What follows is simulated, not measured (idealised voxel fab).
The process module that follows is named voxel air gaps.
Xsec cut, 215 nm wide, square cell size 5 nm.
Cross-section layout: square cells on a grid; listed as bands, top to bottom; a band spans one or more cell rows.
Band entry format. Leading values: height of top, height of bottom, nm. Remainder: materials in left-to-right order, each with its width in nm. Special words: "throughout" on a single material, which then fills the band edge to edge; "empty", empty space.
Below 0: as-received wafer, all one material; heights counted from there. Lowest band: no bottom, goes on down, written "0 nm and below".
It should be noted that a width expressed as "30 to 40" varies in equal increments from row to row of cells within the band, taking the value of the first number at the top row and that of the second number at the bottom row.
The designation "everything unchanged", where it is given for a processing step, indicates that no cell of the cross-section was altered in the course of that step.
Entry "Cavities, closed". Content: empty spaces with no open connection to the top, size 8 cells or greater. Each: width x height at distance. Distance: from left edge. Unit: nm.
Step line, after settings: the simulator's comment on this step.
overlay nm: for a step with a mask, the amount by which the mask lay right of where it was planned; a negative amount means left of it.

## List of planned process steps
1. op RECEIVE | material Si
2. op CONFORMAL_DEP | material SiO2 | thk nm 15
3. op CONFORMAL_DEP | material SiCN | thk nm 5
4. op DIRECTIONAL_DEP | material SiO2 | thk nm 30
5. op PATTERN | tone open | mask id LINES | material resist | width nm 15 | pitch nm 45 | thk nm 20 | overlay nm -15
6. op DIRECTIONAL_ETCH | etch materials SiO2 | depth nm 30
7. op STRIP | etch materials resist
8. op CONFORMAL_DEP | material TiN | thk nm 5
9. op FILL_DEP | material W | thk nm 5
10. op CMP | height nm 50
11. op EPI | material Ru | thk nm 10
12. op SELECTIVE_ETCH | etch materials SiO2 | depth nm 40
13. op CONFORMAL_DEP | material SiCN | thk nm 5
What sets these wafers apart? The overlay nm at step 5. They all start alike, and the plan carries the first wafer's value.

## Received condition of the first of several wafers, sectioned: post-step 1
  0 nm and below = Si throughout
  Cavities, closed: none

## First wafer of several, cross-section, module end, after step 13 (last)
  65 nm to 60 nm = 180 nm SiCN | 35 nm empty
  60 nm to 50 nm = 5 nm SiCN | 35 nm Ru | 10 nm SiCN | 35 nm Ru | 10 nm SiCN | 35 nm Ru | 10 nm SiCN | 35 nm Ru | 5 nm SiCN | 35 nm empty
  50 nm to 45 nm = 15 nm SiCN | 5 nm TiN | 5 nm W | 5 nm TiN | 30 nm SiCN | 5 nm TiN | 5 nm W | 5 nm TiN | 30 nm SiCN | 5 nm TiN | 5 nm W | 5 nm TiN | 30 nm SiCN | 5 nm TiN | 5 nm W | 5 nm TiN | 15 nm SiCN | 35 nm empty
  45 nm to 25 nm = 10 nm empty | 5 nm SiCN | 5 nm TiN | 5 nm W | 5 nm TiN | 5 nm SiCN | 20 nm empty | 5 nm SiCN | 5 nm TiN | 5 nm W | 5 nm TiN | 5 nm SiCN | 20 nm empty | 5 nm SiCN | 5 nm TiN | 5 nm W | 5 nm TiN | 5 nm SiCN | 20 nm empty | 5 nm SiCN | 5 nm TiN | 5 nm W | 5 nm TiN | 5 nm SiCN | 45 nm empty
  25 nm to 20 nm = 15 nm SiCN | 15 nm TiN | 30 nm SiCN | 15 nm TiN | 30 nm SiCN | 15 nm TiN | 30 nm SiCN | 15 nm TiN | 50 nm SiCN
  20 nm to 15 nm = SiCN throughout
  15 nm to 0 nm = SiO2 throughout
  0 nm and below = Si throughout
  Cavities, closed: 10 x 20 at 0; 20 x 20 at 35; 20 x 20 at 80; 20 x 20 at 125

## Sectional view of the last wafer upon completion of the module
  65 nm to 60 nm = 30 nm empty | 180 nm SiCN | 5 nm empty
  60 nm to 50 nm = 30 nm empty | 5 nm SiCN | 35 nm Ru | 10 nm SiCN | 35 nm Ru | 10 nm SiCN | 35 nm Ru | 10 nm SiCN | 35 nm Ru | 5 nm SiCN | 5 nm empty
  50 nm to 45 nm = 30 nm empty | 15 nm SiCN | 5 nm TiN | 5 nm W | 5 nm TiN | 30 nm SiCN | 5 nm TiN | 5 nm W | 5 nm TiN | 30 nm SiCN | 5 nm TiN | 5 nm W | 5 nm TiN | 30 nm SiCN | 5 nm TiN | 5 nm W | 5 nm TiN | 15 nm SiCN | 5 nm empty
  45 nm to 25 nm = 40 nm empty | 5 nm SiCN | 5 nm TiN | 5 nm W | 5 nm TiN | 5 nm SiCN | 20 nm empty | 5 nm SiCN | 5 nm TiN | 5 nm W | 5 nm TiN | 5 nm SiCN | 20 nm empty | 5 nm SiCN | 5 nm TiN | 5 nm W | 5 nm TiN | 5 nm SiCN | 20 nm empty | 5 nm SiCN | 5 nm TiN | 5 nm W | 5 nm TiN | 5 nm SiCN | 15 nm empty
  25 nm to 20 nm = 45 nm SiCN | 15 nm TiN | 30 nm SiCN | 15 nm TiN | 30 nm SiCN | 15 nm TiN | 30 nm SiCN | 15 nm TiN | 20 nm SiCN
  20 nm to 15 nm = SiCN throughout
  15 nm to 0 nm = SiO2 throughout
  0 nm and below = Si throughout
  Cavities, closed: 20 x 20 at 65; 20 x 20 at 110; 20 x 20 at 155

## Rows = wafers. At module end, each row lists per material the cells gained (+) or lost (-) since the wafer was received, then the closed voids
overlay nm -15 | +56 Ru | +182 SiCN | +129 SiO2 | +52 TiN | +20 W | Cavities, closed: 10 x 20 at 0; 20 x 20 at 35; 20 x 20 at 80; 20 x 20 at 125
overlay nm -10 | +56 Ru | +182 SiCN | +129 SiO2 | +52 TiN | +20 W | Cavities, closed: 20 x 20 at 40; 20 x 20 at 85; 20 x 20 at 130
overlay nm -5 | +56 Ru | +182 SiCN | +129 SiO2 | +52 TiN | +20 W | Cavities, closed: 20 x 20 at 45; 20 x 20 at 90; 20 x 20 at 135
overlay nm 0 | +56 Ru | +182 SiCN | +129 SiO2 | +52 TiN | +20 W | Cavities, closed: 20 x 20 at 50; 20 x 20 at 95; 20 x 20 at 140
overlay nm 5 | +56 Ru | +182 SiCN | +129 SiO2 | +52 TiN | +20 W | Cavities, closed: 20 x 20 at 55; 20 x 20 at 100; 20 x 20 at 145
overlay nm 10 | +56 Ru | +182 SiCN | +129 SiO2 | +52 TiN | +20 W | Cavities, closed: 20 x 20 at 60; 20 x 20 at 105; 20 x 20 at 150
overlay nm 15 | +56 Ru | +182 SiCN | +129 SiO2 | +52 TiN | +20 W | Cavities, closed: 20 x 20 at 65; 20 x 20 at 110; 20 x 20 at 155
